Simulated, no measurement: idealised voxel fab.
Name of the process module below: voxel transistor to metal
For reference, the cross-section in this document is cut, with width 140 nm and square cells of 5 nm.
We lay out every cross-section as a grid of square cells and spell it out in bands from the top down, where one band means one or more rows of cells. What a band's entry tells you: where the top is and where the bottom is, as heights in nm, and after that what lies inside, material by material from left to right, each with its width in nm. Empty space is written as the word "empty", and a single material marked with the word "all across" occupies the band from edge to edge. Measure heights from 0. That's the level where, below it, the as-received wafer is all one material. The lowest band is bottomless and extends downward; write it as in "from 0 down". Think of "30 to 40" as a width that walks from the first number to the second as you go down the band, top row to bottom row, taking equal-sized steps from row to row. When a step is marked "nothing changed", none of the cells in the cross-section changed during that step. You'll see "Completely enclosed voids" listing empty spaces that have no way open to the top, as long as they're 8 cells or more; the notation is width x height at distance, where the distance is from the left edge, and all of it is in nm. Read whatever lies past the settings on a step's line as the simulator's own remark about the step. For masked steps, "overlay nm" on the step line gives how far right of plan the mask actually lay; a minus sign means it lay to the left.

### Set out below are the planned steps of the process
1,RECEIVE: material Si
2,OXIDIZE: depth nm 5
3,CONFORMAL_DEP: material SiN, thk nm 15
4,PATTERN: tone cover, mask id ACTIVE, material resist, width nm 100, thk nm 15, overlay nm 0
5,DIRECTIONAL_ETCH: etch materials SiN, depth nm 15
6,DIRECTIONAL_ETCH: etch materials SiO2, depth nm 5
7,DIRECTIONAL_ETCH: etch materials Si, depth nm 30
8,STRIP: etch materials resist
9,OXIDIZE: depth nm 5
10,FILL_DEP: material SiO2, thk nm 10
11,CMP: height nm 15
12,SELECTIVE_ETCH: etch materials SiO2, depth nm 5
13,STRIP: etch materials SiN
14,SELECTIVE_ETCH: etch materials SiO2, depth nm 5
15,OXIDIZE: depth nm 5
16,DIRECTIONAL_DEP: material polySi, thk nm 20
17,DIRECTIONAL_DEP: material SiCN, thk nm 15
18,DIRECTIONAL_DEP: material aC, thk nm 15
19,PATTERN: tone cover, mask id GATE, material resist, width nm 20, thk nm 35, overlay nm 0
20,DIRECTIONAL_ETCH: etch materials aC, depth nm 15
21,STRIP: etch materials resist
22,DIRECTIONAL_ETCH: etch materials SiCN, depth nm 25
23,DIRECTIONAL_ETCH: etch materials polySi, depth nm 30
24,STRIP: etch materials aC
25,CONFORMAL_DEP: material SiN, thk nm 10
26,DIRECTIONAL_ETCH: etch materials SiN, depth nm 10
27,DIRECTIONAL_ETCH: etch materials SiO2, depth nm 5
28,DIRECTIONAL_ETCH: etch materials Si, depth nm 15
29,EPI: material nSi, thk nm 15
30,FILL_DEP: material SiO2, thk nm 10
31,CMP: height nm 30
32,DIRECTIONAL_DEP: material SiO2, thk nm 10
33,DIRECTIONAL_DEP: material aC, thk nm 15
34,PATTERN: tone open, mask id CONTACT, material resist, width nm 25, pitch nm 55, thk nm 35, overlay nm 0
35,DIRECTIONAL_ETCH: etch materials aC, depth nm 15
36,STRIP: etch materials resist
37,DIRECTIONAL_ETCH: etch materials SiO2, depth nm 50
38,STRIP: etch materials aC
39,CONFORMAL_DEP: material TiN, thk nm 5
40,FILL_DEP: material W, thk nm 10
41,CMP: height nm 40
42,CONFORMAL_DEP: material SiN, thk nm 5
43,DIRECTIONAL_DEP: material SiO2, thk nm 25
44,MASKED_ETCH: tone open, mask id METAL_1, width nm 15, pitch nm 65, etch materials SiO2, depth nm 25, overlay nm 0
45,MASKED_ETCH: tone open, mask id METAL_1, width nm 15, pitch nm 65, etch materials SiN, depth nm 5, overlay nm 0
46,CONFORMAL_DEP: material TiN, thk nm 5
47,FILL_DEP: material Ru, thk nm 10
48,CMP: height nm 70
49,CONFORMAL_DEP: material SiCN, thk nm 5
50,DIRECTIONAL_DEP: material lowk, thk nm 25
51,PATTERN: tone open, mask id METAL_2, material resist, width nm 15, pitch nm 65, thk nm 15, overlay nm 0
52,DIRECTIONAL_ETCH: etch materials lowk, depth nm 15
53,STRIP: etch materials resist
54,PATTERN: tone open, mask id METAL_2_HOLES, material resist, width nm 15, pitch nm 65, thk nm 20, overlay nm 0
55,DIRECTIONAL_ETCH: etch materials lowk, depth nm 10
56,DIRECTIONAL_ETCH: etch materials SiCN, depth nm 5
57,STRIP: etch materials resist
58,CONFORMAL_DEP: material TiN, thk nm 5
59,FILL_DEP: material Cu, thk nm 10
60,CMP: height nm 100
61,CONFORMAL_DEP: material SiN, thk nm 5
Split variable: width nm, step 54. Plan value = first wafer. Wafers start alike.

### The first of several wafers, as received after step 1, seen in section
- from 0 down = Si all across
- Completely enclosed voids: none

### Module finished, last step 61 done: cross-section of the first of several wafers
- from 105 to 100 = SiN all across
- from 100 to 75 = 30 of lowk  5 of TiN  5 of Cu  5 of TiN  50 of lowk  5 of TiN  5 of Cu  5 of TiN  30 of lowk
- from 75 to 70 = 30 of SiCN  15 of TiN  50 of SiCN  15 of TiN  30 of SiCN
- from 70 to 45 = 30 of SiO2  5 of TiN  5 of Ru  5 of TiN  50 of SiO2  5 of TiN  5 of Ru  5 of TiN  30 of SiO2
- from 45 to 40 = 30 of SiN  15 of TiN  50 of SiN  15 of TiN  30 of SiN
- from 40 to 30 = 30 of SiO2  5 of TiN  15 to 10 of W  5 to 10 of TiN  30 of SiO2  5 to 10 of TiN  15 to 10 of W  5 of TiN  30 of SiO2
- from 30 to 15 = 30 of SiO2  5 of TiN  10 of W  5 of TiN  10 of SiN  20 of SiCN  10 of SiN  5 of TiN  10 of W  5 of TiN  30 of SiO2
- from 15 to 10 = 30 of SiO2  5 of TiN  10 of W  5 of TiN  10 of SiN  20 of polySi  10 of SiN  5 of TiN  10 of W  5 of TiN  30 of SiO2
- from 10 to 5 = 30 of SiO2  20 of TiN  10 of SiN  20 of polySi  10 of SiN  20 of TiN  30 of SiO2
- from 5 to -5 = 15 of SiO2  10 of SiN  5 of SiO2  5 of TiN  15 of nSi  10 of SiN  20 of polySi  10 of SiN  15 of nSi  5 of TiN  5 of SiO2  10 of SiN  15 of SiO2
- from -5 to -10 = 30 of SiO2  5 of TiN  15 of nSi  40 of SiO2  15 of nSi  5 of TiN  30 of SiO2
- from -10 to -25 = 25 of SiO2  25 of nSi  40 of Si  25 of nSi  25 of SiO2
- from -25 to -40 = 25 of SiO2  90 of Si  25 of SiO2
- from -40 down = Si all across
- Completely enclosed voids: none

### End of module, last wafer sectioned
- from 105 to 100 = SiN all across
- from 100 to 90 = 25 of lowk  5 to 10 of TiN  20 to 5 of Cu  5 to 15 of TiN  35 of lowk  5 to 10 of TiN  20 to 5 of Cu  5 to 15 of TiN  20 of lowk
- from 90 to 75 = 30 of lowk  5 of TiN  5 of Cu  5 of TiN  50 of lowk  5 of TiN  5 of Cu  5 of TiN  30 of lowk
- from 75 to 70 = 30 of SiCN  15 of TiN  50 of SiCN  15 of TiN  30 of SiCN
- from 70 to 45 = 30 of SiO2  5 of TiN  5 of Ru  5 of TiN  50 of SiO2  5 of TiN  5 of Ru  5 of TiN  30 of SiO2
- from 45 to 40 = 30 of SiN  15 of TiN  50 of SiN  15 of TiN  30 of SiN
- from 40 to 30 = 30 of SiO2  5 of TiN  15 to 10 of W  5 to 10 of TiN  30 of SiO2  5 to 10 of TiN  15 to 10 of W  5 of TiN  30 of SiO2
- from 30 to 15 = 30 of SiO2  5 of TiN  10 of W  5 of TiN  10 of SiN  20 of SiCN  10 of SiN  5 of TiN  10 of W  5 of TiN  30 of SiO2
- from 15 to 10 = 30 of SiO2  5 of TiN  10 of W  5 of TiN  10 of SiN  20 of polySi  10 of SiN  5 of TiN  10 of W  5 of TiN  30 of SiO2
- from 10 to 5 = 30 of SiO2  20 of TiN  10 of SiN  20 of polySi  10 of SiN  20 of TiN  30 of SiO2
- from 5 to -5 = 15 of SiO2  10 of SiN  5 of SiO2  5 of TiN  15 of nSi  10 of SiN  20 of polySi  10 of SiN  15 of nSi  5 of TiN  5 of SiO2  10 of SiN  15 of SiO2
- from -5 to -10 = 30 of SiO2  5 of TiN  15 of nSi  40 of SiO2  15 of nSi  5 of TiN  30 of SiO2
- from -10 to -25 = 25 of SiO2  25 of nSi  40 of Si  25 of nSi  25 of SiO2
- from -25 to -40 = 25 of SiO2  90 of Si  25 of SiO2
- from -40 down = Si all across
- Completely enclosed voids: none

### each wafer at the end: cells of each material gained (+) or lost (-) since it was received, then its closed voids
width nm 15 | +10 Cu | +10 Ru | -146 Si | +34 SiCN | +86 SiN | +302 SiO2 | +92 TiN | +26 W | +110 lowk | +48 nSi | +16 polySi | Completely enclosed voids: none
width nm 20 | +12 Cu | +10 Ru | -146 Si | +34 SiCN | +86 SiN | +302 SiO2 | +94 TiN | +26 W | +106 lowk | +48 nSi | +16 polySi | Completely enclosed voids: none
width nm 25 | +14 Cu | +10 Ru | -146 Si | +34 SiCN | +86 SiN | +302 SiO2 | +96 TiN | +26 W | +102 lowk | +48 nSi | +16 polySi | Completely enclosed voids: none
width nm 30 | +16 Cu | +10 Ru | -146 Si | +34 SiCN | +86 SiN | +302 SiO2 | +98 TiN | +26 W | +98 lowk | +48 nSi | +16 polySi | Completely enclosed voids: none
